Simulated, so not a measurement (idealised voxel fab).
Herein follows the process module entitled voxel self aligned vias.
We display cut, a cross-section 235 nm in width whose square cells are each 5 nm.
A cross-section is a grid of square cells, given in bands from the top down. A band is one or more rows of cells.
Each band's line starts with the height of the band's top and of its bottom, in nm. Then come its materials from left to right, each with its width in nm. One material with "everywhere" fills the band from edge to edge. "blank" is empty space.
Basically, 0 is our baseline, since under it the wafer straight out of the box is all one material. The bottom band has no lower end and keeps on going down, so it looks like "0 and below".
Note: "30->40" means the width goes from the first number (top row of the band) to the second number (bottom row) in equal steps per row of cells.
The cross-section has no changed cell in any step marked "all unchanged".
"Voids, sealed" lists enclosed empty spaces (at least 8 cells, no open path upward to the top), each as width x height at distance from the left edge, in nm.
after a step's settings: what the simulator itself notes on the step
When a step includes a mask, the "overlay nm" setting on its line states how far to the right of its planned place that mask lay, and negative values state how far to the left.
Below is the list of planned process steps
1. RECEIVE (material Si)
2. CONFORMAL_DEP (material SiO2; thk nm 10)
3. CONFORMAL_DEP (material SiCN; thk nm 5)
4. DIRECTIONAL_DEP (material lowk; thk nm 25)
5. DIRECTIONAL_DEP (material aC; thk nm 15)
6. PATTERN (tone open; mask id LINES; material resist; width nm 20; pitch nm 50; thk nm 35; overlay nm 0)
7. DIRECTIONAL_ETCH (etch materials aC; depth nm 15)
8. STRIP (etch materials resist)
9. DIRECTIONAL_ETCH (etch materials lowk; depth nm 25)
10. STRIP (etch materials aC)
11. CONFORMAL_DEP (material TiN; thk nm 5)
12. FILL_DEP (material Ru; thk nm 5)
13. CMP (height nm 40)
14. SELECTIVE_ETCH (etch materials W Ru TiN; depth nm 5)
15. FILL_DEP (material SiN; thk nm 5)
16. CMP (height nm 40)
17. DIRECTIONAL_DEP (material lowk; thk nm 20)
18. DIRECTIONAL_DEP (material aC; thk nm 15)
19. PATTERN (tone open; mask id VIAS; material resist; width nm 30; thk nm 30; overlay nm 0)
20. DIRECTIONAL_ETCH (etch materials aC; depth nm 15)
21. STRIP (etch materials resist)
22. DIRECTIONAL_ETCH (etch materials lowk; depth nm 20)
23. DIRECTIONAL_ETCH (etch materials SiN; depth nm 5)
24. STRIP (etch materials aC)
25. CONFORMAL_DEP (material TiN; thk nm 5)
26. FILL_DEP (material Ru; thk nm 5)
27. CMP (height nm 60)
28. CONFORMAL_DEP (material SiCN; thk nm 5)
The following pertains to the first of two wafers, which was processed as planned
Step 1 complete: cross-section of the wafer as received
* 0 and below: Si everywhere
* Voids, sealed: none
Wafer after step 2 (cross-section)
* 10 down to 0: SiO2 everywhere
* Note: structure below 0 unchanged.
Wafer after step 3 (cross-section)
* 15 down to 10: SiCN everywhere
* Note: structure below 10 unchanged.
Wafer after step 4 (cross-section)
* 40 down to 15: lowk everywhere
* Note: structure below 15 unchanged.
Wafer after step 5 (cross-section)
* 55 down to 40: aC everywhere
* Note: structure below 40 unchanged.
Wafer after step 6 (cross-section)
* 90 down to 55: resist 80  blank 20  resist 30  blank 20  resist 85
* Note: structure below 55 unchanged.
Wafer after step 7 (cross-section)
* 75 down to 55: resist 80  blank 20  resist 30  blank 20  resist 85
* 55 down to 40: aC 80  blank 20  aC 30  blank 20  aC 85
* Note: structure below 40 unchanged.
Wafer after step 8 (cross-section)
* 55 down to 40: aC 80  blank 20  aC 30  blank 20  aC 85
* Note: structure below 40 unchanged.
Wafer after step 9 (cross-section)
* 55 down to 40: aC 80  blank 20  aC 30  blank 20  aC 85
* 40 down to 15: lowk 80  blank 20  lowk 30  blank 20  lowk 85
* Note: structure below 15 unchanged.
Wafer after step 10 (cross-section)
* 40 down to 15: lowk 80  blank 20  lowk 30  blank 20  lowk 85
* Note: structure below 15 unchanged.
Wafer after step 11 (cross-section)
* 45 down to 40: TiN 85  blank 10  TiN 40  blank 10  TiN 90
* 40 down to 20: lowk 80  TiN 5  blank 10  TiN 5  lowk 30  TiN 5  blank 10  TiN 5  lowk 85
* 20 down to 15: lowk 80  TiN 20  lowk 30  TiN 20  lowk 85
* Note: structure below 15 unchanged.
Wafer after step 12 (cross-section)
* 50 down to 45: Ru everywhere
* 45 down to 40: TiN 85  Ru 10  TiN 40  Ru 10  TiN 90
* 40 down to 20: lowk 80  TiN 5  Ru 10  TiN 5  lowk 30  TiN 5  Ru 10  TiN 5  lowk 85
* Note: structure below 20 unchanged.
Wafer after step 13 (cross-section)
* 40 down to 20: lowk 80  TiN 5  Ru 10  TiN 5  lowk 30  TiN 5  Ru 10  TiN 5  lowk 85
* Note: structure below 20 unchanged.
Wafer after step 14 (cross-section)
* 40 down to 35: lowk 80  blank 20  lowk 30  blank 20  lowk 85
* Note: structure below 35 unchanged.
Wafer after step 15 (cross-section)
* 45 down to 40: SiN everywhere
* 40 down to 35: lowk 80  SiN 20  lowk 30  SiN 20  lowk 85
* Note: structure below 35 unchanged.
Wafer after step 16 (cross-section)
* 40 down to 35: lowk 80  SiN 20  lowk 30  SiN 20  lowk 85
* Note: structure below 35 unchanged.
Wafer after step 17 (cross-section)
* 60 down to 40: lowk everywhere
* Note: structure below 40 unchanged.
Wafer after step 18 (cross-section)
* 75 down to 60: aC everywhere
* Note: structure below 60 unchanged.
Wafer after step 19 (cross-section)
* 105 down to 75: resist 75  blank 30  resist 130
* Note: structure below 75 unchanged.
Wafer after step 20 (cross-section)
* 90 down to 75: resist 75  blank 30  resist 130
* 75 down to 60: aC 75  blank 30  aC 130
* Note: structure below 60 unchanged.
Wafer after step 21 (cross-section)
* 75 down to 60: aC 75  blank 30  aC 130
* Note: structure below 60 unchanged.
Wafer after step 22 (cross-section)
* 75 down to 60: aC 75  blank 30  aC 130
* 60 down to 40: lowk 75  blank 30  lowk 130
* Note: structure below 40 unchanged.
Wafer after step 23 (cross-section)
* 75 down to 60: aC 75  blank 30  aC 130
* 60 down to 40: lowk 75  blank 30  lowk 130
* 40 down to 35: lowk 80  blank 20  lowk 30  SiN 20  lowk 85
* Note: structure below 35 unchanged.
Wafer after step 24 (cross-section)
* 60 down to 40: lowk 75  blank 30  lowk 130
* Note: structure below 40 unchanged.
Wafer after step 25 (cross-section)
* 65 down to 60: TiN 80  blank 20  TiN 135
* 60 down to 45: lowk 75  TiN 5  blank 20  TiN 5  lowk 130
* 45 down to 40: lowk 75  TiN 10  blank 10  TiN 10  lowk 130
* 40 down to 35: lowk 80  TiN 20  lowk 30  SiN 20  lowk 85
* Note: structure below 35 unchanged.
Wafer after step 26 (cross-section)
* 70 down to 65: Ru everywhere
* 65 down to 60: TiN 80  Ru 20  TiN 135
* 60 down to 45: lowk 75  TiN 5  Ru 20  TiN 5  lowk 130
* 45 down to 40: lowk 75  TiN 10  Ru 10  TiN 10  lowk 130
* Note: structure below 40 unchanged.
Wafer after step 27 (cross-section)
* 60 down to 45: lowk 75  TiN 5  Ru 20  TiN 5  lowk 130
* Note: structure below 45 unchanged.
Wafer after step 28 (cross-section)
* 65 down to 60: SiCN everywhere
* Note: structure below 60 unchanged.
Wafer two of the pair: same origin, same plan, one error during the run; identical to wafer one up to and including step 18
Cross-section: second wafer, time at which step 19 was scheduled to end
* 105 down to 75: resist 70  blank 40  resist 125
* Note: structure below 75 unchanged.
Cross-section: second wafer, time at which step 20 was scheduled to end
* 90 down to 75: resist 70  blank 40  resist 125
* 75 down to 60: aC 70  blank 40  aC 125
* Note: structure below 60 unchanged.
Cross-section: second wafer, time at which step 21 was scheduled to end
* 75 down to 60: aC 70  blank 40  aC 125
* Note: structure below 60 unchanged.
Cross-section: second wafer, time at which step 22 was scheduled to end
* 75 down to 60: aC 70  blank 40  aC 125
* 60 down to 40: lowk 70  blank 40  lowk 125
* Note: structure below 40 unchanged.
Cross-section: second wafer, time at which step 23 was scheduled to end
* 75 down to 60: aC 70  blank 40  aC 125
* 60 down to 40: lowk 70  blank 40  lowk 125
* 40 down to 35: lowk 80  blank 20  lowk 30  SiN 20  lowk 85
* Note: structure below 35 unchanged.
Cross-section: second wafer, time at which step 24 was scheduled to end
* 60 down to 40: lowk 70  blank 40  lowk 125
* Note: structure below 40 unchanged.
Cross-section: second wafer, time at which step 25 was scheduled to end
* 65 down to 60: TiN 75  blank 30  TiN 130
* 60 down to 45: lowk 70  TiN 5  blank 30  TiN 5  lowk 125
* 45 down to 40: lowk 70  TiN 15  blank 10  TiN 15  lowk 125
* 40 down to 35: lowk 80  TiN 20  lowk 30  SiN 20  lowk 85
* Note: structure below 35 unchanged.
Cross-section: second wafer, time at which step 26 was scheduled to end
* 70 down to 65: Ru everywhere
* 65 down to 60: TiN 75  Ru 30  TiN 130
* 60 down to 45: lowk 70  TiN 5  Ru 30  TiN 5  lowk 125
* 45 down to 40: lowk 70  TiN 15  Ru 10  TiN 15  lowk 125
* Note: structure below 40 unchanged.
Cross-section: second wafer, time at which step 27 was scheduled to end
* 60 down to 45: lowk 70  TiN 5  Ru 30  TiN 5  lowk 125
* Note: structure below 45 unchanged.
Cross-section: second wafer, time at which step 28 was scheduled to end
* 65 down to 60: SiCN everywhere
* Note: structure below 60 unchanged.
What went wrong in running the wafer? heads up, step 19 didn't go per plan, it actually ran as PATTERN (tone open; mask id VIAS; material resist; width nm 40; thk nm 30; overlay nm 0)
Count the cells at the end and the second wafer has more or fewer of some materials than the first: +6 Ru; +2 TiN; -8 lowk
